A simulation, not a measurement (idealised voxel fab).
Process module heading - voxel transistor to metal
Each square cell in cross-section cut measures 5 nm, and the section as a whole is 215 nm wide.
In what follows, cross-sections appear as grids of square cells, described through bands that run from the top down, where every band is one or more rows of cells.
Top height, bottom height, nm. Materials left to right, width each, nm. Single material + "full width" = fills band edge to edge. "empty" = empty.
A quick word on heights: they are counted from 0, and under that level the wafer as it came to us is one material throughout. The lowest band is different from the rest in having no bottom; it simply continues downward, written as in "top 0, no bottom".
Width "30..40": first value at the band's top row of cells, second value at its bottom row, equal change from row to row.
What does "everything unchanged" mean for a step? It means no cell of the cross-section changed in that step.
The entry "Tabulated closed voids" lists the empty spaces that cover at least 8 cells and have no open path to the top. Each is written as width x height at distance, where the distance is measured from the left edge and all three values are in nm.
Post-settings text on a step line: simulator's own remark regarding the step.
The "overlay nm" setting may appear on a step's line; for a step that uses a mask, it gives how far to the right of its planned position the mask lay, and a negative value indicates the left.
# Steps planned for the process
step 1: RECEIVE, material Si
step 2: OXIDIZE, depth nm 5
step 3: CONFORMAL_DEP, material SiN, thk nm 10
step 4: DIRECTIONAL_DEP, material aC, thk nm 10
step 5: PATTERN, tone cover, mask id ACTIVE, material resist, width nm 110, thk nm 25, overlay nm 0
step 6: DIRECTIONAL_ETCH, etch materials aC, depth nm 10
step 7: STRIP, etch materials resist
step 8: DIRECTIONAL_ETCH, etch materials SiN, depth nm 10
step 9: DIRECTIONAL_ETCH, etch materials SiO2, depth nm 5
step 10: DIRECTIONAL_ETCH, etch materials Si, depth nm 35
step 11: STRIP, etch materials aC
step 12: OXIDIZE, depth nm 5
step 13: FILL_DEP, material SiO2, thk nm 10
step 14: CMP, height nm 10
step 15: SELECTIVE_ETCH, etch materials SiO2, depth nm 10
step 16: STRIP, etch materials SiN
step 17: SELECTIVE_ETCH, etch materials SiO2, depth nm 5
step 18: OXIDIZE, depth nm 5
step 19: DIRECTIONAL_DEP, material polySi, thk nm 25
step 20: DIRECTIONAL_DEP, material SiCN, thk nm 10
step 21: MASKED_ETCH, tone cover, mask id GATE, width nm 30, etch materials SiCN, depth nm 20, overlay nm 0
step 22: MASKED_ETCH, tone cover, mask id GATE, width nm 30, etch materials polySi, depth nm 35, overlay nm 0
step 23: CONFORMAL_DEP, material SiO2, thk nm 5
step 24: DIRECTIONAL_ETCH, etch materials SiO2, depth nm 5
step 25: CONFORMAL_DEP, material SiN, thk nm 5
step 26: DIRECTIONAL_ETCH, etch materials SiN, depth nm 5
step 27: DIRECTIONAL_ETCH, etch materials SiO2, depth nm 5
step 28: DIRECTIONAL_ETCH, etch materials Si, depth nm 15
step 29: EPI, material SiGe, thk nm 20
step 30: FILL_DEP, material SiO2, thk nm 5
step 31: CMP, height nm 20
step 32: STRIP, etch materials polySi
step 33: SELECTIVE_ETCH, etch materials SiO2, depth nm 5
step 34: CONFORMAL_DEP, material HfO2, thk nm 5
step 35: CONFORMAL_DEP, material TiN, thk nm 5
step 36: FILL_DEP, material W, thk nm 10
step 37: CMP, height nm 15
step 38: DIRECTIONAL_DEP, material SiO2, thk nm 10
step 39: PATTERN, tone open, mask id CONTACT, material resist, width nm 15, pitch nm 75, thk nm 15, overlay nm 0
step 40: DIRECTIONAL_ETCH, etch materials SiO2, depth nm 15
step 41: STRIP, etch materials resist
step 42: CONFORMAL_DEP, material TiN, thk nm 5
step 43: FILL_DEP, material W, thk nm 10
step 44: CMP, height nm 25
step 45: CONFORMAL_DEP, material SiCN, thk nm 5
step 46: DIRECTIONAL_DEP, material lowk, thk nm 25
step 47: MASKED_ETCH, tone open, mask id METAL_1, width nm 15, pitch nm 75, etch materials lowk, depth nm 25, overlay nm 0
step 48: MASKED_ETCH, tone open, mask id METAL_1, width nm 15, pitch nm 75, etch materials SiCN, depth nm 5, overlay nm 0
step 49: CONFORMAL_DEP, material TiN, thk nm 5
step 50: FILL_DEP, material W, thk nm 10
step 51: CMP, height nm 55
step 52: CONFORMAL_DEP, material SiCN, thk nm 5
# First of two wafers, processed according to plan
# Cross-section of the wafer at receipt, which is the condition after step 1
    top 0, no bottom = Si full width
    Tabulated closed voids: none
# Step 2 done - wafer cross-section
    top 0, bottom -5 = SiO2 full width
    Under -5: no change, same as before.
# Step 3 done - wafer cross-section
    top 10, bottom 0 = SiN full width
    Under 0: no change, same as before.
# Step 4 done - wafer cross-section
    top 20, bottom 10 = aC full width
    Under 10: no change, same as before.
# Step 5 done - wafer cross-section
    top 45, bottom 20 = 50 empty; 110 resist; 55 empty
    Under 20: no change, same as before.
# Step 6 done - wafer cross-section
    top 35, bottom 20 = 50 empty; 110 resist; 55 empty
    top 20, bottom 10 = 50 empty; 110 aC; 55 empty
    Under 10: no change, same as before.
# Step 7 done - wafer cross-section
    top 20, bottom 10 = 50 empty; 110 aC; 55 empty
    Under 10: no change, same as before.
# Step 8 done - wafer cross-section
    top 20, bottom 10 = 50 empty; 110 aC; 55 empty
    top 10, bottom 0 = 50 empty; 110 SiN; 55 empty
    Under 0: no change, same as before.
# Step 9 done - wafer cross-section
    top 20, bottom 10 = 50 empty; 110 aC; 55 empty
    top 10, bottom 0 = 50 empty; 110 SiN; 55 empty
    top 0, bottom -5 = 50 empty; 110 SiO2; 55 empty
    Under -5: no change, same as before.
# Step 10 done - wafer cross-section
    top 20, bottom 10 = 50 empty; 110 aC; 55 empty
    top 10, bottom 0 = 50 empty; 110 SiN; 55 empty
    top 0, bottom -5 = 50 empty; 110 SiO2; 55 empty
    top -5, bottom -40 = 50 empty; 110 Si; 55 empty
    Under -40: no change, same as before.
# Step 11 done - wafer cross-section
    top 10, bottom 0 = 50 empty; 110 SiN; 55 empty
    Under 0: no change, same as before.
# Step 12 done - wafer cross-section
    top 10, bottom 0 = 50 empty; 110 SiN; 55 empty
    top 0, bottom -5 = 50 empty; 110 SiO2; 55 empty
    top -5, bottom -40 = 50 empty; 5 SiO2; 100 Si; 5 SiO2; 55 empty
    top -40, bottom -45 = 55 SiO2; 100 Si; 60 SiO2
    Under -45: no change, same as before.
# Step 13 done - wafer cross-section
    top 20, bottom 10 = SiO2 full width
    top 10, bottom 0 = 50 SiO2; 110 SiN; 55 SiO2
    top 0, bottom -5 = SiO2 full width
    top -5, bottom -45 = 55 SiO2; 100 Si; 60 SiO2
    Under -45: no change, same as before.
# Step 14 done - wafer cross-section
    top 10, bottom 0 = 50 SiO2; 110 SiN; 55 SiO2
    Under 0: no change, same as before.
# Step 15 done - wafer cross-section
    top 10, bottom 0 = 50 empty; 110 SiN; 55 empty
    Under 0: no change, same as before.
# Step 16 done - wafer cross-section
    top 0, bottom -5 = SiO2 full width
    Under -5: no change, same as before.
# Step 17 done - wafer cross-section
    top -5, bottom -45 = 55 SiO2; 100 Si; 60 SiO2
    Under -45: no change, same as before.
# Step 18 done - wafer cross-section
    top -5, bottom -10 = SiO2 full width
    Under -10: no change, same as before.
# Step 19 done - wafer cross-section
    top 20, bottom -5 = polySi full width
    Under -5: no change, same as before.
# Step 20 done - wafer cross-section
    top 30, bottom 20 = SiCN full width
    Under 20: no change, same as before.
# Step 21 done - wafer cross-section
    top 30, bottom 20 = 90 empty; 30 SiCN; 95 empty
    Under 20: no change, same as before.
# Step 22 done - wafer cross-section
    top 30, bottom 20 = 90 empty; 30 SiCN; 95 empty
    top 20, bottom -5 = 90 empty; 30 polySi; 95 empty
    Under -5: no change, same as before.
# Step 23 done - wafer cross-section
    top 35, bottom 30 = 85 empty; 40 SiO2; 90 empty
    top 30, bottom 20 = 85 empty; 5 SiO2; 30 SiCN; 5 SiO2; 90 empty
    top 20, bottom 0 = 85 empty; 5 SiO2; 30 polySi; 5 SiO2; 90 empty
    top 0, bottom -5 = 90 SiO2; 30 polySi; 95 SiO2
    Under -5: no change, same as before.
# Step 24 done - wafer cross-section
    top 30, bottom 20 = 85 empty; 5 SiO2; 30 SiCN; 5 SiO2; 90 empty
    top 20, bottom -5 = 85 empty; 5 SiO2; 30 polySi; 5 SiO2; 90 empty
    Under -5: no change, same as before.
# Step 25 done - wafer cross-section
    top 35, bottom 30 = 80 empty; 50 SiN; 85 empty
    top 30, bottom 20 = 80 empty; 5 SiN; 5 SiO2; 30 SiCN; 5 SiO2; 5 SiN; 85 empty
    top 20, bottom 0 = 80 empty; 5 SiN; 5 SiO2; 30 polySi; 5 SiO2; 5 SiN; 85 empty
    top 0, bottom -5 = 85 SiN; 5 SiO2; 30 polySi; 5 SiO2; 90 SiN
    Under -5: no change, same as before.
# Step 26 done - wafer cross-section
    top 30, bottom 20 = 80 empty; 5 SiN; 5 SiO2; 30 SiCN; 5 SiO2; 5 SiN; 85 empty
    top 20, bottom -5 = 80 empty; 5 SiN; 5 SiO2; 30 polySi; 5 SiO2; 5 SiN; 85 empty
    Under -5: no change, same as before.
# Step 27 done - wafer cross-section
    top 30, bottom 25 = 80 empty; 5 SiN; 5 empty; 30 SiCN; 5 empty; 5 SiN; 85 empty
    top 25, bottom 20 = 80 empty; 5 SiN; 5 SiO2; 30 SiCN; 5 SiO2; 5 SiN; 85 empty
    top 20, bottom -5 = 80 empty; 5 SiN; 5 SiO2; 30 polySi; 5 SiO2; 5 SiN; 85 empty
    top -5, bottom -10 = 80 empty; 50 SiO2; 85 empty
    Under -10: no change, same as before.
# Step 28 done - wafer cross-section
    top 30, bottom 25 = 80 empty; 5 SiN; 5 empty; 30 SiCN; 5 empty; 5 SiN; 85 empty
    top 25, bottom 20 = 80 empty; 5 SiN; 5 SiO2; 30 SiCN; 5 SiO2; 5 SiN; 85 empty
    top 20, bottom -5 = 80 empty; 5 SiN; 5 SiO2; 30 polySi; 5 SiO2; 5 SiN; 85 empty
    top -5, bottom -10 = 80 empty; 50 SiO2; 85 empty
    top -10, bottom -25 = 55 SiO2; 25 empty; 50 Si; 25 empty; 60 SiO2
    Under -25: no change, same as before.
# Step 29 done - wafer cross-section
    top 30, bottom 25 = 80 empty; 5 SiN; 5 empty; 30 SiCN; 5 empty; 5 SiN; 85 empty
    top 25, bottom 20 = 80 empty; 5 SiN; 5 SiO2; 30 SiCN; 5 SiO2; 5 SiN; 85 empty
    top 20, bottom 10 = 80 empty; 5 SiN; 5 SiO2; 30 polySi; 5 SiO2; 5 SiN; 85 empty
    top 10, bottom -5 = 60 empty; 20 SiGe; 5 SiN; 5 SiO2; 30 polySi; 5 SiO2; 5 SiN; 20 SiGe; 65 empty
    top -5, bottom -10 = 50 empty; 30 SiGe; 50 SiO2; 30 SiGe; 55 empty
    top -10, bottom -25 = 55 SiO2; 25 SiGe; 50 Si; 25 SiGe; 60 SiO2
    Under -25: no change, same as before.
# Step 30 done - wafer cross-section
    top 35, bottom 30 = SiO2 full width
    top 30, bottom 20 = 80 SiO2; 5 SiN; 5 SiO2; 30 SiCN; 5 SiO2; 5 SiN; 85 SiO2
    top 20, bottom 10 = 80 SiO2; 5 SiN; 5 SiO2; 30 polySi; 5 SiO2; 5 SiN; 85 SiO2
    top 10, bottom -5 = 60 SiO2; 20 SiGe; 5 SiN; 5 SiO2; 30 polySi; 5 SiO2; 5 SiN; 20 SiGe; 65 SiO2
    top -5, bottom -10 = 50 SiO2; 30 SiGe; 50 SiO2; 30 SiGe; 55 SiO2
    Under -10: no change, same as before.
# Step 31 done - wafer cross-section
    top 20, bottom 10 = 80 SiO2; 5 SiN; 5 SiO2; 30 polySi; 5 SiO2; 5 SiN; 85 SiO2
    Under 10: no change, same as before.
# Step 32 done - wafer cross-section
    top 20, bottom 10 = 80 SiO2; 5 SiN; 5 SiO2; 30 empty; 5 SiO2; 5 SiN; 85 SiO2
    top 10, bottom -5 = 60 SiO2; 20 SiGe; 5 SiN; 5 SiO2; 30 empty; 5 SiO2; 5 SiN; 20 SiGe; 65 SiO2
    Under -5: no change, same as before.
# Step 33 done - wafer cross-section
    top 20, bottom 15 = 80 empty; 5 SiN; 40 empty; 5 SiN; 85 empty
    top 15, bottom 10 = 80 SiO2; 5 SiN; 40 empty; 5 SiN; 85 SiO2
    top 10, bottom -5 = 60 SiO2; 20 SiGe; 5 SiN; 40 empty; 5 SiN; 20 SiGe; 65 SiO2
    top -5, bottom -10 = 50 SiO2; 30 SiGe; 5 SiO2; 40 empty; 5 SiO2; 30 SiGe; 55 SiO2
    Under -10: no change, same as before.
# Step 34 done - wafer cross-section
    top 25, bottom 20 = 75 empty; 15 HfO2; 30 empty; 15 HfO2; 80 empty
    top 20, bottom 15 = 80 HfO2; 5 SiN; 5 HfO2; 30 empty; 5 HfO2; 5 SiN; 85 HfO2
    top 15, bottom 10 = 80 SiO2; 5 SiN; 5 HfO2; 30 empty; 5 HfO2; 5 SiN; 85 SiO2
    top 10, bottom -5 = 60 SiO2; 20 SiGe; 5 SiN; 5 HfO2; 30 empty; 5 HfO2; 5 SiN; 20 SiGe; 65 SiO2
    top -5, bottom -10 = 50 SiO2; 30 SiGe; 5 SiO2; 40 HfO2; 5 SiO2; 30 SiGe; 55 SiO2
    Under -10: no change, same as before.
# Step 35 done - wafer cross-section
    top 30, bottom 25 = 70 empty; 25 TiN; 20 empty; 25 TiN; 75 empty
    top 25, bottom 20 = 75 TiN; 15 HfO2; 5 TiN; 20 empty; 5 TiN; 15 HfO2; 80 TiN
    top 20, bottom 15 = 80 HfO2; 5 SiN; 5 HfO2; 5 TiN; 20 empty; 5 TiN; 5 HfO2; 5 SiN; 85 HfO2
    top 15, bottom 10 = 80 SiO2; 5 SiN; 5 HfO2; 5 TiN; 20 empty; 5 TiN; 5 HfO2; 5 SiN; 85 SiO2
    top 10, bottom 0 = 60 SiO2; 20 SiGe; 5 SiN; 5 HfO2; 5 TiN; 20 empty; 5 TiN; 5 HfO2; 5 SiN; 20 SiGe; 65 SiO2
    top 0, bottom -5 = 60 SiO2; 20 SiGe; 5 SiN; 5 HfO2; 30 TiN; 5 HfO2; 5 SiN; 20 SiGe; 65 SiO2
    Under -5: no change, same as before.
# Step 36 done - wafer cross-section
    top 40, bottom 30 = W full width
    top 30, bottom 25 = 70 W; 25 TiN; 20 W; 25 TiN; 75 W
    top 25, bottom 20 = 75 TiN; 15 HfO2; 5 TiN; 20 W; 5 TiN; 15 HfO2; 80 TiN
    top 20, bottom 15 = 80 HfO2; 5 SiN; 5 HfO2; 5 TiN; 20 W; 5 TiN; 5 HfO2; 5 SiN; 85 HfO2
    top 15, bottom 10 = 80 SiO2; 5 SiN; 5 HfO2; 5 TiN; 20 W; 5 TiN; 5 HfO2; 5 SiN; 85 SiO2
    top 10, bottom 0 = 60 SiO2; 20 SiGe; 5 SiN; 5 HfO2; 5 TiN; 20 W; 5 TiN; 5 HfO2; 5 SiN; 20 SiGe; 65 SiO2
    Under 0: no change, same as before.
# Step 37 done - wafer cross-section
    top 15, bottom 10 = 80 SiO2; 5 SiN; 5 HfO2; 5 TiN; 20 W; 5 TiN; 5 HfO2; 5 SiN; 85 SiO2
    Under 10: no change, same as before.
# Step 38 done - wafer cross-section
    top 25, bottom 15 = SiO2 full width
    Under 15: no change, same as before.
# Step 39 done - wafer cross-section
    top 40, bottom 25 = 60 resist; 15 empty; 60 resist; 15 empty; 65 resist
    Under 25: no change, same as before.
# Step 40 done - wafer cross-section
    top 40, bottom 25 = 60 resist; 15 empty; 60 resist; 15 empty; 65 resist
    top 25, bottom 15 = 60 SiO2; 15 empty; 60 SiO2; 15 empty; 65 SiO2
    top 15, bottom 10 = 60 SiO2; 15 empty; 5 SiO2; 5 SiN; 5 HfO2; 5 TiN; 20 W; 5 TiN; 5 HfO2; 5 SiN; 5 SiO2; 15 empty; 65 SiO2
    Under 10: no change, same as before.
# Step 41 done - wafer cross-section
    top 25, bottom 15 = 60 SiO2; 15 empty; 60 SiO2; 15 empty; 65 SiO2
    Under 15: no change, same as before.
# Step 42 done - wafer cross-section
    top 30, bottom 25 = 65 TiN; 5 empty; 70 TiN; 5 empty; 70 TiN
    top 25, bottom 15 = 60 SiO2; 5 TiN; 5 empty; 5 TiN; 60 SiO2; 5 TiN; 5 empty; 5 TiN; 65 SiO2
    top 15, bottom 10 = 60 SiO2; 15 TiN; 5 SiO2; 5 SiN; 5 HfO2; 5 TiN; 20 W; 5 TiN; 5 HfO2; 5 SiN; 5 SiO2; 15 TiN; 65 SiO2
    Under 10: no change, same as before.
# Step 43 done - wafer cross-section
    top 40, bottom 30 = W full width
    top 30, bottom 25 = 65 TiN; 5 W; 70 TiN; 5 W; 70 TiN
    top 25, bottom 15 = 60 SiO2; 5 TiN; 5 W; 5 TiN; 60 SiO2; 5 TiN; 5 W; 5 TiN; 65 SiO2
    Under 15: no change, same as before.
# Step 44 done - wafer cross-section
    top 25, bottom 15 = 60 SiO2; 5 TiN; 5 W; 5 TiN; 60 SiO2; 5 TiN; 5 W; 5 TiN; 65 SiO2
    Under 15: no change, same as before.
# Step 45 done - wafer cross-section
    top 30, bottom 25 = SiCN full width
    Under 25: no change, same as before.
# Step 46 done - wafer cross-section
    top 55, bottom 30 = lowk full width
    Under 30: no change, same as before.
# Step 47 done - wafer cross-section
    top 55, bottom 30 = 60 lowk; 15 empty; 60 lowk; 15 empty; 65 lowk
    Under 30: no change, same as before.
# Step 48 done - wafer cross-section
    top 55, bottom 30 = 60 lowk; 15 empty; 60 lowk; 15 empty; 65 lowk
    top 30, bottom 25 = 60 SiCN; 15 empty; 60 SiCN; 15 empty; 65 SiCN
    Under 25: no change, same as before.
# Step 49 done - wafer cross-section
    top 60, bottom 55 = 65 TiN; 5 empty; 70 TiN; 5 empty; 70 TiN
    top 55, bottom 30 = 60 lowk; 5 TiN; 5 empty; 5 TiN; 60 lowk; 5 TiN; 5 empty; 5 TiN; 65 lowk
    top 30, bottom 25 = 60 SiCN; 15 TiN; 60 SiCN; 15 TiN; 65 SiCN
    Under 25: no change, same as before.
# Step 50 done - wafer cross-section
    top 70, bottom 60 = W full width
    top 60, bottom 55 = 65 TiN; 5 W; 70 TiN; 5 W; 70 TiN
    top 55, bottom 30 = 60 lowk; 5 TiN; 5 W; 5 TiN; 60 lowk; 5 TiN; 5 W; 5 TiN; 65 lowk
    Under 30: no change, same as before.
# Step 51 done - wafer cross-section
    top 55, bottom 30 = 60 lowk; 5 TiN; 5 W; 5 TiN; 60 lowk; 5 TiN; 5 W; 5 TiN; 65 lowk
    Under 30: no change, same as before.
# Step 52 done - wafer cross-section
    top 60, bottom 55 = SiCN full width
    Under 55: no change, same as before.
# Wafer two of the pair: same origin, same plan, one error during the run; identical to wafer one up to and including step 43
Second wafer: cross-section at the scheduled end of step 44: everything unchanged
# Second wafer: cross-section at the scheduled end of step 45
    top 45, bottom 40 = SiCN full width
    Under 40: no change, same as before.
# Second wafer: cross-section at the scheduled end of step 46
    top 70, bottom 45 = lowk full width
    Under 45: no change, same as before.
# Second wafer: cross-section at the scheduled end of step 47
    top 70, bottom 45 = 60 lowk; 15 empty; 60 lowk; 15 empty; 65 lowk
    Under 45: no change, same as before.
# Second wafer: cross-section at the scheduled end of step 48
    top 70, bottom 45 = 60 lowk; 15 empty; 60 lowk; 15 empty; 65 lowk
    top 45, bottom 40 = 60 SiCN; 15 empty; 60 SiCN; 15 empty; 65 SiCN
    Under 40: no change, same as before.
# Second wafer: cross-section at the scheduled end of step 49
    top 75, bottom 70 = 65 TiN; 5 empty; 70 TiN; 5 empty; 70 TiN
    top 70, bottom 45 = 60 lowk; 5 TiN; 5 empty; 5 TiN; 60 lowk; 5 TiN; 5 empty; 5 TiN; 65 lowk
    top 45, bottom 40 = 60 SiCN; 15 TiN; 60 SiCN; 15 TiN; 65 SiCN
    Under 40: no change, same as before.
# Second wafer: cross-section at the scheduled end of step 50
    top 85, bottom 75 = W full width
    top 75, bottom 70 = 65 TiN; 5 W; 70 TiN; 5 W; 70 TiN
    top 70, bottom 45 = 60 lowk; 5 TiN; 5 W; 5 TiN; 60 lowk; 5 TiN; 5 W; 5 TiN; 65 lowk
    Under 45: no change, same as before.
# Second wafer: cross-section at the scheduled end of step 51
    top 55, bottom 45 = 60 lowk; 5 TiN; 5 W; 5 TiN; 60 lowk; 5 TiN; 5 W; 5 TiN; 65 lowk
    Under 45: no change, same as before.
# Second wafer: cross-section at the scheduled end of step 52
    top 60, bottom 55 = SiCN full width
    Under 55: no change, same as before.
Processing error: plan step 44: skipped, not run
The closing comparison, in cells, has the second wafer with more or fewer of some materials than the first: 29 more of TiN, 82 more of W, 111 fewer of lowk
